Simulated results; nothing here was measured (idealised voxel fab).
process module | voxel self aligned vias
It is cross-section cut that appears here, measuring 270 nm in width, its square cells being 5 nm in size.
Think of the cross-section as a grid of square cells. We describe it in bands, top to bottom, and each band covers one or more rows of those cells. Basically the band line says how high the top is and how high the bottom is, in nm, and then what's in it from left to right, every material with its width in nm. Empty space shows up as "empty", and if a single material carries "throughout" it runs the full band edge to edge. Counting heights begins at 0, where everything beneath is, in the wafer as received, one material. The lowest band has no bottom; it goes on downwards, as "0 down" shows. Graded width ("30->40"): value in top row of band = first number; value in bottom row = second number; row-to-row change constant. Given "no change" for a step, no cell of the cross-section differs between before and after that step. "Sealed void inventory" enumerates empty spaces isolated from the top, with no open way to it, that contain at least 8 cells, giving each as width x height at distance from the left edge, all three in nm. Text after the settings on a step's line: the simulator's own remark on that step. overlay nm, on a step with a mask: how far to the right of its planned place the mask lay; to the left if negative.
**These are the steps we planned for the process**
1: RECEIVE (material Si)
2: CONFORMAL_DEP (material SiO2; thk nm 15)
3: CONFORMAL_DEP (material SiCN; thk nm 5)
4: DIRECTIONAL_DEP (material SiO2; thk nm 25)
5: DIRECTIONAL_DEP (material aC; thk nm 15)
6: PATTERN (tone open; mask id LINES; material resist; width nm 25; pitch nm 65; thk nm 35; overlay nm 0)
7: DIRECTIONAL_ETCH (etch materials aC; depth nm 15)
8: STRIP (etch materials resist)
9: DIRECTIONAL_ETCH (etch materials SiO2; depth nm 25)
10: STRIP (etch materials aC)
11: CONFORMAL_DEP (material TiN; thk nm 5)
12: FILL_DEP (material W; thk nm 10)
13: CMP (height nm 45)
14: SELECTIVE_ETCH (etch materials W Ru TiN; depth nm 10)
15: FILL_DEP (material SiN; thk nm 10)
16: CMP (height nm 45)
17: DIRECTIONAL_DEP (material SiO2; thk nm 20)
18: DIRECTIONAL_DEP (material aC; thk nm 15)
19: PATTERN (tone open; mask id VIAS; material resist; width nm 35; pitch nm 65; thk nm 35; overlay nm 0)
20: DIRECTIONAL_ETCH (etch materials aC; depth nm 15)
21: STRIP (etch materials resist)
22: DIRECTIONAL_ETCH (etch materials SiO2; depth nm 20)
23: DIRECTIONAL_ETCH (etch materials SiN; depth nm 10)
24: STRIP (etch materials aC)
25: CONFORMAL_DEP (material TiN; thk nm 5)
26: FILL_DEP (material W; thk nm 10)
27: CMP (height nm 65)
28: CONFORMAL_DEP (material SiN; thk nm 5)
**First wafer, two in total, run as planned**
**As-received wafer cross-section (after step 1)**
    0 down  Si throughout
    Sealed void inventory: none
**The wafer, seen in cross-section, after step 2**
    15 to 0  SiO2 throughout
    Under the height 0 nothing was changed.
**The wafer, seen in cross-section, after step 3**
    20 to 15  SiCN throughout
    Under the height 15 nothing was changed.
**The wafer, seen in cross-section, after step 4**
    45 to 20  SiO2 throughout
    Under the height 20 nothing was changed.
**The wafer, seen in cross-section, after step 5**
    60 to 45  aC throughout
    Under the height 45 nothing was changed.
**The wafer, seen in cross-section, after step 6**
    95 to 60  resist=90 | empty=25 | resist=40 | empty=25 | resist=90
    Under the height 60 nothing was changed.
**The wafer, seen in cross-section, after step 7**
    80 to 60  resist=90 | empty=25 | resist=40 | empty=25 | resist=90
    60 to 45  aC=90 | empty=25 | aC=40 | empty=25 | aC=90
    Under the height 45 nothing was changed.
**The wafer, seen in cross-section, after step 8**
    60 to 45  aC=90 | empty=25 | aC=40 | empty=25 | aC=90
    Under the height 45 nothing was changed.
**The wafer, seen in cross-section, after step 9**
    60 to 45  aC=90 | empty=25 | aC=40 | empty=25 | aC=90
    45 to 20  SiO2=90 | empty=25 | SiO2=40 | empty=25 | SiO2=90
    Under the height 20 nothing was changed.
**The wafer, seen in cross-section, after step 10**
    45 to 20  SiO2=90 | empty=25 | SiO2=40 | empty=25 | SiO2=90
    Under the height 20 nothing was changed.
**The wafer, seen in cross-section, after step 11**
    50 to 45  TiN=95 | empty=15 | TiN=50 | empty=15 | TiN=95
    45 to 25  SiO2=90 | TiN=5 | empty=15 | TiN=5 | SiO2=40 | TiN=5 | empty=15 | TiN=5 | SiO2=90
    25 to 20  SiO2=90 | TiN=25 | SiO2=40 | TiN=25 | SiO2=90
    Under the height 20 nothing was changed.
**The wafer, seen in cross-section, after step 12**
    60 to 50  W throughout
    50 to 45  TiN=95 | W=15 | TiN=50 | W=15 | TiN=95
    45 to 25  SiO2=90 | TiN=5 | W=15 | TiN=5 | SiO2=40 | TiN=5 | W=15 | TiN=5 | SiO2=90
    Under the height 25 nothing was changed.
**The wafer, seen in cross-section, after step 13**
    45 to 25  SiO2=90 | TiN=5 | W=15 | TiN=5 | SiO2=40 | TiN=5 | W=15 | TiN=5 | SiO2=90
    Under the height 25 nothing was changed.
**The wafer, seen in cross-section, after step 14**
    45 to 35  SiO2=90 | empty=25 | SiO2=40 | empty=25 | SiO2=90
    Under the height 35 nothing was changed.
**The wafer, seen in cross-section, after step 15**
    55 to 45  SiN throughout
    45 to 35  SiO2=90 | SiN=25 | SiO2=40 | SiN=25 | SiO2=90
    Under the height 35 nothing was changed.
**The wafer, seen in cross-section, after step 16**
    45 to 35  SiO2=90 | SiN=25 | SiO2=40 | SiN=25 | SiO2=90
    Under the height 35 nothing was changed.
**The wafer, seen in cross-section, after step 17**
    65 to 45  SiO2 throughout
    Under the height 45 nothing was changed.
**The wafer, seen in cross-section, after step 18**
    80 to 65  aC throughout
    Under the height 65 nothing was changed.
**The wafer, seen in cross-section, after step 19**
    115 to 80  resist=85 | empty=35 | resist=30 | empty=35 | resist=85
    Under the height 80 nothing was changed.
**The wafer, seen in cross-section, after step 20**
    100 to 80  resist=85 | empty=35 | resist=30 | empty=35 | resist=85
    80 to 65  aC=85 | empty=35 | aC=30 | empty=35 | aC=85
    Under the height 65 nothing was changed.
**The wafer, seen in cross-section, after step 21**
    80 to 65  aC=85 | empty=35 | aC=30 | empty=35 | aC=85
    Under the height 65 nothing was changed.
**The wafer, seen in cross-section, after step 22**
    80 to 65  aC=85 | empty=35 | aC=30 | empty=35 | aC=85
    65 to 45  SiO2=85 | empty=35 | SiO2=30 | empty=35 | SiO2=85
    Under the height 45 nothing was changed.
**The wafer, seen in cross-section, after step 23**
    80 to 65  aC=85 | empty=35 | aC=30 | empty=35 | aC=85
    65 to 45  SiO2=85 | empty=35 | SiO2=30 | empty=35 | SiO2=85
    45 to 35  SiO2=90 | empty=25 | SiO2=40 | empty=25 | SiO2=90
    Under the height 35 nothing was changed.
**The wafer, seen in cross-section, after step 24**
    65 to 45  SiO2=85 | empty=35 | SiO2=30 | empty=35 | SiO2=85
    Under the height 45 nothing was changed.
**The wafer, seen in cross-section, after step 25**
    70 to 65  TiN=90 | empty=25 | TiN=40 | empty=25 | TiN=90
    65 to 50  SiO2=85 | TiN=5 | empty=25 | TiN=5 | SiO2=30 | TiN=5 | empty=25 | TiN=5 | SiO2=85
    50 to 40  SiO2=85->90 | TiN=10->5 | empty=15 | TiN=10->5 | SiO2=30->40 | TiN=10->5 | empty=15 | TiN=10->5 | SiO2=85->90
    40 to 35  SiO2=90 | TiN=25 | SiO2=40 | TiN=25 | SiO2=90
    Under the height 35 nothing was changed.
**The wafer, seen in cross-section, after step 26**
    80 to 70  W throughout
    70 to 65  TiN=90 | W=25 | TiN=40 | W=25 | TiN=90
    65 to 50  SiO2=85 | TiN=5 | W=25 | TiN=5 | SiO2=30 | TiN=5 | W=25 | TiN=5 | SiO2=85
    50 to 40  SiO2=85->90 | TiN=10->5 | W=15 | TiN=10->5 | SiO2=30->40 | TiN=10->5 | W=15 | TiN=10->5 | SiO2=85->90
    Under the height 40 nothing was changed.
**The wafer, seen in cross-section, after step 27**
    65 to 50  SiO2=85 | TiN=5 | W=25 | TiN=5 | SiO2=30 | TiN=5 | W=25 | TiN=5 | SiO2=85
    Under the height 50 nothing was changed.
**The wafer, seen in cross-section, after step 28**
    70 to 65  SiN throughout
    Under the height 65 nothing was changed.
**The second wafer was prepared from the same starting point and under the same plan as the first; its processing contained one mistake, and it remains indistinguishable from the first wafer up to and including step 2**
Cross-sectional representation of the second wafer at the time designated in the plan for the completion of step 3: no change
**Cross-sectional representation of the second wafer at the time designated in the plan for the completion of step 4**
    40 to 0  SiO2 throughout
    Under the height 0 nothing was changed.
**Cross-sectional representation of the second wafer at the time designated in the plan for the completion of step 5**
    55 to 40  aC throughout
    Under the height 40 nothing was changed.
**Cross-sectional representation of the second wafer at the time designated in the plan for the completion of step 6**
    90 to 55  resist=90 | empty=25 | resist=40 | empty=25 | resist=90
    Under the height 55 nothing was changed.
**Cross-sectional representation of the second wafer at the time designated in the plan for the completion of step 7**
    75 to 55  resist=90 | empty=25 | resist=40 | empty=25 | resist=90
    55 to 40  aC=90 | empty=25 | aC=40 | empty=25 | aC=90
    Under the height 40 nothing was changed.
**Cross-sectional representation of the second wafer at the time designated in the plan for the completion of step 8**
    55 to 40  aC=90 | empty=25 | aC=40 | empty=25 | aC=90
    Under the height 40 nothing was changed.
**Cross-sectional representation of the second wafer at the time designated in the plan for the completion of step 9**
    55 to 40  aC=90 | empty=25 | aC=40 | empty=25 | aC=90
    40 to 15  SiO2=90 | empty=25 | SiO2=40 | empty=25 | SiO2=90
    Under the height 15 nothing was changed.
**Cross-sectional representation of the second wafer at the time designated in the plan for the completion of step 10**
    40 to 15  SiO2=90 | empty=25 | SiO2=40 | empty=25 | SiO2=90
    Under the height 15 nothing was changed.
**Cross-sectional representation of the second wafer at the time designated in the plan for the completion of step 11**
    45 to 40  TiN=95 | empty=15 | TiN=50 | empty=15 | TiN=95
    40 to 20  SiO2=90 | TiN=5 | empty=15 | TiN=5 | SiO2=40 | TiN=5 | empty=15 | TiN=5 | SiO2=90
    20 to 15  SiO2=90 | TiN=25 | SiO2=40 | TiN=25 | SiO2=90
    Under the height 15 nothing was changed.
**Cross-sectional representation of the second wafer at the time designated in the plan for the completion of step 12**
    55 to 45  W throughout
    45 to 40  TiN=95 | W=15 | TiN=50 | W=15 | TiN=95
    40 to 20  SiO2=90 | TiN=5 | W=15 | TiN=5 | SiO2=40 | TiN=5 | W=15 | TiN=5 | SiO2=90
    Under the height 20 nothing was changed.
**Cross-sectional representation of the second wafer at the time designated in the plan for the completion of step 13**
    45 to 40  TiN=95 | W=15 | TiN=50 | W=15 | TiN=95
    Under the height 40 nothing was changed.
**Cross-sectional representation of the second wafer at the time designated in the plan for the completion of step 14**
    40 to 35  SiO2=90 | empty=25 | SiO2=40 | empty=25 | SiO2=90
    Under the height 35 nothing was changed.
**Cross-sectional representation of the second wafer at the time designated in the plan for the completion of step 15**
    50 to 40  SiN throughout
    40 to 35  SiO2=90 | SiN=25 | SiO2=40 | SiN=25 | SiO2=90
    Under the height 35 nothing was changed.
**Cross-sectional representation of the second wafer at the time designated in the plan for the completion of step 16**
    45 to 40  SiN throughout
    Under the height 40 nothing was changed.
**Cross-sectional representation of the second wafer at the time designated in the plan for the completion of step 17**
    65 to 45  SiO2 throughout
    Under the height 45 nothing was changed.
**Cross-sectional representation of the second wafer at the time designated in the plan for the completion of step 18**
    80 to 65  aC throughout
    Under the height 65 nothing was changed.
**Cross-sectional representation of the second wafer at the time designated in the plan for the completion of step 19**
    115 to 80  resist=85 | empty=35 | resist=30 | empty=35 | resist=85
    Under the height 80 nothing was changed.
**Cross-sectional representation of the second wafer at the time designated in the plan for the completion of step 20**
    100 to 80  resist=85 | empty=35 | resist=30 | empty=35 | resist=85
    80 to 65  aC=85 | empty=35 | aC=30 | empty=35 | aC=85
    Under the height 65 nothing was changed.
**Cross-sectional representation of the second wafer at the time designated in the plan for the completion of step 21**
    80 to 65  aC=85 | empty=35 | aC=30 | empty=35 | aC=85
    Under the height 65 nothing was changed.
**Cross-sectional representation of the second wafer at the time designated in the plan for the completion of step 22**
    80 to 65  aC=85 | empty=35 | aC=30 | empty=35 | aC=85
    65 to 45  SiO2=85 | empty=35 | SiO2=30 | empty=35 | SiO2=85
    Under the height 45 nothing was changed.
**Cross-sectional representation of the second wafer at the time designated in the plan for the completion of step 23**
    80 to 65  aC=85 | empty=35 | aC=30 | empty=35 | aC=85
    65 to 45  SiO2=85 | empty=35 | SiO2=30 | empty=35 | SiO2=85
    45 to 40  SiN=85 | empty=35 | SiN=30 | empty=35 | SiN=85
    40 to 35  SiO2=90 | empty=25 | SiO2=40 | empty=25 | SiO2=90
    Under the height 35 nothing was changed.
**Cross-sectional representation of the second wafer at the time designated in the plan for the completion of step 24**
    65 to 45  SiO2=85 | empty=35 | SiO2=30 | empty=35 | SiO2=85
    Under the height 45 nothing was changed.
**Cross-sectional representation of the second wafer at the time designated in the plan for the completion of step 25**
    70 to 65  TiN=90 | empty=25 | TiN=40 | empty=25 | TiN=90
    65 to 45  SiO2=85 | TiN=5 | empty=25 | TiN=5 | SiO2=30 | TiN=5 | empty=25 | TiN=5 | SiO2=85
    45 to 40  SiN=85 | TiN=10 | empty=15 | TiN=10 | SiN=30 | TiN=10 | empty=15 | TiN=10 | SiN=85
    40 to 35  SiO2=90 | TiN=25 | SiO2=40 | TiN=25 | SiO2=90
    Under the height 35 nothing was changed.
**Cross-sectional representation of the second wafer at the time designated in the plan for the completion of step 26**
    80 to 70  W throughout
    70 to 65  TiN=90 | W=25 | TiN=40 | W=25 | TiN=90
    65 to 45  SiO2=85 | TiN=5 | W=25 | TiN=5 | SiO2=30 | TiN=5 | W=25 | TiN=5 | SiO2=85
    45 to 40  SiN=85 | TiN=10 | W=15 | TiN=10 | SiN=30 | TiN=10 | W=15 | TiN=10 | SiN=85
    Under the height 40 nothing was changed.
**Cross-sectional representation of the second wafer at the time designated in the plan for the completion of step 27**
    65 to 45  SiO2=85 | TiN=5 | W=25 | TiN=5 | SiO2=30 | TiN=5 | W=25 | TiN=5 | SiO2=85
    Under the height 45 nothing was changed.
**Cross-sectional representation of the second wafer at the time designated in the plan for the completion of step 28**
    70 to 65  SiN throughout
    Under the height 65 nothing was changed.
Short version of what went wrong: with respect to the plan, step 3 was omitted and not executed
Final cells, second wafer relative to first, materials higher or lower: SiCN: 54 fewer, SiN: 40 more, TiN: 4 more, W: 10 more
